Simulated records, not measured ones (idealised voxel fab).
The process module that follows is named voxel double patterning.
Xsec cut, 175 nm wide, square cell size 5 nm.
Notation: cross-section as square-cell grid; stated in bands, top first, going down; one or more cell rows per band. A band entry consists of two parts. The first gives the height of the band's top and the height of its bottom, in nm. The rest lists the band's materials from left to right, each with its width in nm. A single material labelled with the word "edge to edge" fills the band from edge to edge, and the word "blank" marks empty space. Height datum 0, below which the as-received substrate wafer is one material. Lowest band open at the bottom, running downward: "0 down". Per-row width for "30->40": begins at first number (top row of band), ends at second number (bottom row), increment between rows held constant. The designation "changes: none", where it is given for a processing step, indicates that no cell of the cross-section was altered in the course of that step. Listed in "Sealed internal cavities": every empty space of 8 or more cells without an open way to the top. Form: width x height at distance, the distance being from the left edge, all in nm. Post-settings text on a step line: simulator's own remark regarding the step. "overlay nm", when on a step's line for a step with a mask, measures how far to the right of its planned place the mask lay; a negative measure means to the left.

These are the steps we planned for the process
step 1: RECEIVE with material Si
step 2: CONFORMAL_DEP with material SiN, thk nm 10
step 3: DIRECTIONAL_DEP with material SiO2, thk nm 15
step 4: DIRECTIONAL_DEP with material SiCN, thk nm 10
step 5: DIRECTIONAL_DEP with material aC, thk nm 10
step 6: PATTERN with tone open, mask id FIRST, material resist, width nm 15, pitch nm 50, thk nm 30, overlay nm 0
step 7: DIRECTIONAL_ETCH with etch materials aC, depth nm 10
step 8: STRIP with etch materials resist
step 9: DIRECTIONAL_ETCH with etch materials SiCN, depth nm 10
step 10: STRIP with etch materials aC
step 11: MASKED_ETCH with tone open, mask id SECOND, width nm 15, pitch nm 50, etch materials SiCN, depth nm 10, overlay nm 0
step 12: DIRECTIONAL_ETCH with etch materials SiO2, depth nm 15
step 13: STRIP with etch materials SiCN

As-received wafer cross-section (after step 1)
    0 down  Si edge to edge
    Sealed internal cavities: none

Here's the wafer cut in cross-section after the module, started and planned just like above, except one thing was done wrong in the run
    15 to 0  30 nm SiO2 | 15 nm blank | 10 nm SiO2 | 15 nm blank | 10 nm SiO2 | 15 nm blank | 10 nm SiO2 | 15 nm blank | 10 nm SiO2 | 15 nm blank | 30 nm SiO2
    0 down  Si edge to edge
    Sealed internal cavities: none
Nonconformance to the process plan: plan step 2 skipped
